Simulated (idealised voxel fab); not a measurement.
process module | voxel transistor to metal
cross-section cut | 165 nm wide | cells 5 nm
A cross-section is a grid of square cells, given in bands from the top down. A band is one or more rows of cells.
Each band's line starts with the height of the band's top and of its bottom, in nm. Then come its materials from left to right, each with its width in nm. One material with "throughout" fills the band from edge to edge. "air" is empty space.
Height 0 is the level under which the wafer as received is all one material. The lowest band goes on downwards, as in "0 down".
A width such as "30 to 40" changes by the same amount from each row of cells to the next, from the band's top row to its bottom row.
"no change" after a step means that no cell of the cross-section changed.
closed voids: empty space of 8 cells or more with no open way to the top, each as width x height at its distance from the left edge, in nm
after a step's settings: what the simulator itself notes on the step
overlay nm, on a step with a mask: how far to the right of its planned place the mask lay; to the left if negative
plan
1 op RECEIVE | material Si
2 op CONFORMAL_DEP | material SiO2 | thk nm 5
3 op CONFORMAL_DEP | material SiN | thk nm 15
4 op MASKED_ETCH | tone cover | mask id ACTIVE | width nm 115 | etch materials SiN | depth nm 15 | overlay nm 0
5 op MASKED_ETCH | tone cover | mask id ACTIVE | width nm 115 | etch materials SiO2 | depth nm 5 | overlay nm 0
6 op MASKED_ETCH | tone cover | mask id ACTIVE | width nm 115 | etch materials Si | depth nm 20 | overlay nm 0
7 op FILL_DEP | material SiO2 | thk nm 15
8 op CMP | height nm 20
9 op SELECTIVE_ETCH | etch materials SiO2 | depth nm 5
10 op STRIP | etch materials SiN
11 op SELECTIVE_ETCH | etch materials SiO2 | depth nm 5
12 op OXIDIZE | depth nm 5
13 op DIRECTIONAL_DEP | material polySi | thk nm 25
14 op DIRECTIONAL_DEP | material SiCN | thk nm 10
15 op MASKED_ETCH | tone cover | mask id GATE | width nm 15 | etch materials SiCN | depth nm 20 | overlay nm 0
16 op MASKED_ETCH | tone cover | mask id GATE | width nm 15 | etch materials polySi | depth nm 35 | overlay nm 0
17 op CONFORMAL_DEP | material SiO2 | thk nm 5
18 op DIRECTIONAL_ETCH | etch materials SiO2 | depth nm 5
19 op CONFORMAL_DEP | material SiN | thk nm 10
20 op DIRECTIONAL_ETCH | etch materials SiN | depth nm 10
21 op DIRECTIONAL_ETCH | etch materials SiO2 | depth nm 5
22 op DIRECTIONAL_ETCH | etch materials Si | depth nm 5
23 op EPI | material nSi | thk nm 10
24 op FILL_DEP | material SiO2 | thk nm 10
25 op CMP | height nm 35
26 op DIRECTIONAL_DEP | material SiO2 | thk nm 15
27 op PATTERN | tone open | mask id CONTACT | material resist | width nm 20 | pitch nm 75 | thk nm 20 | overlay nm 0
28 op DIRECTIONAL_ETCH | etch materials SiO2 | depth nm 50
29 op STRIP | etch materials resist
30 op CONFORMAL_DEP | material TiN | thk nm 5
31 op FILL_DEP | material Ru | thk nm 10
32 op CMP | height nm 50
33 op CONFORMAL_DEP | material SiN | thk nm 5
34 op DIRECTIONAL_DEP | material lowk | thk nm 15
35 op PATTERN | tone open | mask id METAL_1 | material resist | width nm 20 | pitch nm 75 | thk nm 15 | overlay nm 0
36 op DIRECTIONAL_ETCH | etch materials lowk | depth nm 15
37 op DIRECTIONAL_ETCH | etch materials SiN | depth nm 5
38 op STRIP | etch materials resist
39 op CONFORMAL_DEP | material TiN | thk nm 5
40 op FILL_DEP | material Ru | thk nm 5
41 op CMP | height nm 70
42 op CONFORMAL_DEP | material SiCN | thk nm 5
43 op DIRECTIONAL_DEP | material lowk | thk nm 25
44 op MASKED_ETCH | tone open | mask id METAL_2_HOLES | width nm 15 | pitch nm 75 | etch materials lowk | depth nm 25 | overlay nm 0
45 op DIRECTIONAL_DEP | material aC | thk nm 10
46 op PATTERN | tone open | mask id METAL_2 | material resist | width nm 20 | pitch nm 75 | thk nm 25 | overlay nm 0
47 op DIRECTIONAL_ETCH | etch materials aC | depth nm 10
48 op STRIP | etch materials resist
49 op DIRECTIONAL_ETCH | etch materials lowk | depth nm 15
50 op DIRECTIONAL_ETCH | etch materials SiCN | depth nm 5
51 op STRIP | etch materials aC
52 op CONFORMAL_DEP | material TiN | thk nm 5
53 op FILL_DEP | material Ru | thk nm 10
54 op CMP | height nm 100
55 op CONFORMAL_DEP | material SiCN | thk nm 5
varied across the wafers: thk nm of step 33. The plan shows the first wafer's value. All wafers start alike
first wafer as received, after step 1
  0 down: Si throughout
  closed voids: none
each wafer at the end: cells of each material gained (+) or lost (-) since it was received, then its closed voids
thk nm 5 | +58 Ru | -73 Si | +66 SiCN | +61 SiN | +244 SiO2 | +90 TiN | +204 lowk | +28 nSi | +15 polySi | closed voids: none
thk nm 10 | +54 Ru | -73 Si | +66 SiCN | +94 SiN | +244 SiO2 | +86 TiN | +179 lowk | +28 nSi | +15 polySi | closed voids: none
thk nm 15 | +50 Ru | -73 Si | +66 SiCN | +127 SiN | +244 SiO2 | +82 TiN | +154 lowk | +28 nSi | +15 polySi | closed voids: none
thk nm 20 | +46 Ru | -73 Si | +66 SiCN | +160 SiN | +244 SiO2 | +78 TiN | +129 lowk | +28 nSi | +15 polySi | closed voids: none
